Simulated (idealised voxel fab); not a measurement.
The process module presented herein is designated voxel self aligned contacts.
In the cross-section labelled cut, the width is 200 nm and each square cell is 5 nm.
When this document writes out a cross-section, it uses a grid of square cells and lists it as bands, beginning at the top and moving down, with a band standing for one or more rows of cells.
This entry defines a band. It first specifies the height of the band's top and the height of its bottom in nm, and then specifies the band's materials from left to right, stating each material with its width in nm. The word "edge to edge" identifies a single material that fills the band from edge to edge, while the word "empty" identifies empty space.
Where do heights start? At 0: under that level the wafer as delivered is made of one material only. And the lowest band has no floor; it just carries on downward, as in "from 0 down".
Think of "30 to 40" as a width that walks from the first number to the second as you go down the band, top row to bottom row, taking equal-sized steps from row to row.
Where a step carries "remains unaltered", the cross-section came out of it unchanged, cell for cell.
Each empty space that has no open way to the top and spans at least 8 cells appears under "Voids, enclosed" as width x height at distance, the distance counted from the left edge, all in nm.
On a step's line, text after the settings is the simulator commenting on that step.
You can add "overlay nm" to a step's line. For a step with a mask, it describes how far the mask lay to the right of its planned position, and a negative number describes a lay to the left.
# Below is the list of planned process steps
1,RECEIVE: material Si
2,OXIDIZE: depth nm 5
3,DIRECTIONAL_DEP: material polySi, thk nm 20
4,DIRECTIONAL_DEP: material SiN, thk nm 25
5,DIRECTIONAL_DEP: material aC, thk nm 10
6,PATTERN: tone cover, mask id GATE, material resist, width nm 30, pitch nm 65, thk nm 30, overlay nm 0
7,DIRECTIONAL_ETCH: etch materials aC, depth nm 10
8,STRIP: etch materials resist
9,DIRECTIONAL_ETCH: etch materials SiN, depth nm 25
10,DIRECTIONAL_ETCH: etch materials polySi, depth nm 20
11,STRIP: etch materials aC
12,CONFORMAL_DEP: material SiN, thk nm 10
13,DIRECTIONAL_ETCH: etch materials SiN, depth nm 10
14,FILL_DEP: material SiO2, thk nm 20
15,CMP: height nm 55
16,MASKED_ETCH: tone open, mask id CONTACT, width nm 45, pitch nm 65, etch materials SiO2, depth nm 60, overlay nm 0
17,CONFORMAL_DEP: material TiN, thk nm 5
18,FILL_DEP: material Ru, thk nm 10
19,CMP: height nm 55
20,CONFORMAL_DEP: material SiN, thk nm 5
# Here's what the wafer looked like in cross-section when it arrived - that's after step 1
> from 0 down | Si edge to edge
> Voids, enclosed: none
# Wafer cross-section at end of module: start and plan as shown above, one execution error
> from 60 to 55 | SiN edge to edge
> from 55 to 45 | SiO2 40 / TiN 5 to 25 / Ru 35 to 5 / TiN 5 to 15 / SiO2 20 / TiN 5 to 25 / Ru 35 to 5 / TiN 5 to 15 / SiO2 50
> from 45 to 20 | SiO2 10 / SiN 50 / TiN 5 / Ru 5 / TiN 5 / SiN 50 / TiN 5 / Ru 5 / TiN 5 / SiN 50 / SiO2 10
> from 20 to 0 | SiO2 10 / SiN 10 / polySi 30 / SiN 10 / TiN 5 / Ru 5 / TiN 5 / SiN 10 / polySi 30 / SiN 10 / TiN 5 / Ru 5 / TiN 5 / SiN 10 / polySi 30 / SiN 10 / SiO2 10
> from 0 to -5 | SiO2 60 / TiN 15 / SiO2 50 / TiN 15 / SiO2 60
> from -5 down | Si edge to edge
> Voids, enclosed: none
So what did we get wrong on this run? step 16 did not happen as planned, as run it was MASKED_ETCH: tone open, mask id CONTACT, width nm 45, pitch nm 65, etch materials SiO2, depth nm 60, overlay nm -5
